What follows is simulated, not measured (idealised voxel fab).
process module | voxel released beams
cross-section cut | 215 nm wide | cells 5 nm
A cross-section is a grid of square cells, given in bands from the top down. A band is one or more rows of cells.
Each band's line starts with the height of the band's top and of its bottom, in nm. Then come its materials from left to right, each with its width in nm. One material with "throughout" fills the band from edge to edge. "air" is empty space.
Height 0 is the level under which the wafer as received is all one material. The lowest band goes on downwards, as in "0 down".
A width such as "30 to 40" changes by the same amount from each row of cells to the next, from the band's top row to its bottom row.
"no change" after a step means that no cell of the cross-section changed.
closed voids: empty space of 8 cells or more with no open way to the top, each as width x height at its distance from the left edge, in nm
after a step's settings: what the simulator itself notes on the step
overlay nm, on a step with a mask: how far to the right of its planned place the mask lay; to the left if negative
plan
1 op RECEIVE | material Si
2 op CONFORMAL_DEP | material Al2O3 | thk nm 5
3 op DIRECTIONAL_DEP | material SiO2 | thk nm 10
4 op PATTERN | tone open | mask id ANCHOR | material resist | width nm 45 | thk nm 20 | overlay nm 0
5 op DIRECTIONAL_ETCH | etch materials SiO2 | depth nm 10
6 op STRIP | etch materials resist
7 op CONFORMAL_DEP | material W | thk nm 15
8 op MASKED_ETCH | tone cover | mask id BEAM | width nm 130 | etch materials W | depth nm 15 | overlay nm 0
9 op STRIP | etch materials SiO2
first wafer, as planned
as received, after step 1
  0 down: Si throughout
  closed voids: none
after step 2
  5 to 0: Al2O3 throughout
  below 0: unchanged
after step 3
  15 to 5: SiO2 throughout
  below 5: unchanged
after step 4
  35 to 15: resist 45 | air 45 | resist 125
  below 15: unchanged
after step 5
  35 to 15: resist 45 | air 45 | resist 125
  15 to 5: SiO2 45 | air 45 | SiO2 125
  below 5: unchanged
after step 6
  15 to 5: SiO2 45 | air 45 | SiO2 125
  below 5: unchanged
after step 7
  30 to 20: W 60 | air 15 | W 140
  20 to 15: W throughout
  15 to 5: SiO2 45 | W 45 | SiO2 125
  below 5: unchanged
after step 8
  30 to 20: air 40 | W 20 | air 15 | W 95 | air 45
  20 to 15: air 40 | W 130 | air 45
  below 15: unchanged
after step 9
  30 to 20: air 40 | W 20 | air 15 | W 95 | air 45
  20 to 15: air 40 | W 130 | air 45
  15 to 5: air 45 | W 45 | air 125
  below 5: unchanged
second wafer: like start, like plan, one mistake. Through step 6 it matches the first wafer
when step 7 should have ended
  20 to 15: W 50 | air 35 | W 130
  15 to 10: SiO2 45 | W 5 | air 35 | W 5 | SiO2 125
  10 to 5: SiO2 45 | W 45 | SiO2 125
  below 5: unchanged
when step 8 should have ended
  20 to 15: air 40 | W 10 | air 35 | W 85 | air 45
  below 15: unchanged
when step 9 should have ended
  20 to 10: air 40 to 45 | W 10 to 5 | air 35 | W 85 to 5 | air 45 to 125
  10 to 5: air 45 | W 45 | air 125
  below 5: unchanged
what went wrong: step 7 ran as: op CONFORMAL_DEP | material W | thk nm 5
at the end the second wafer has, in cells: 60 fewer of W
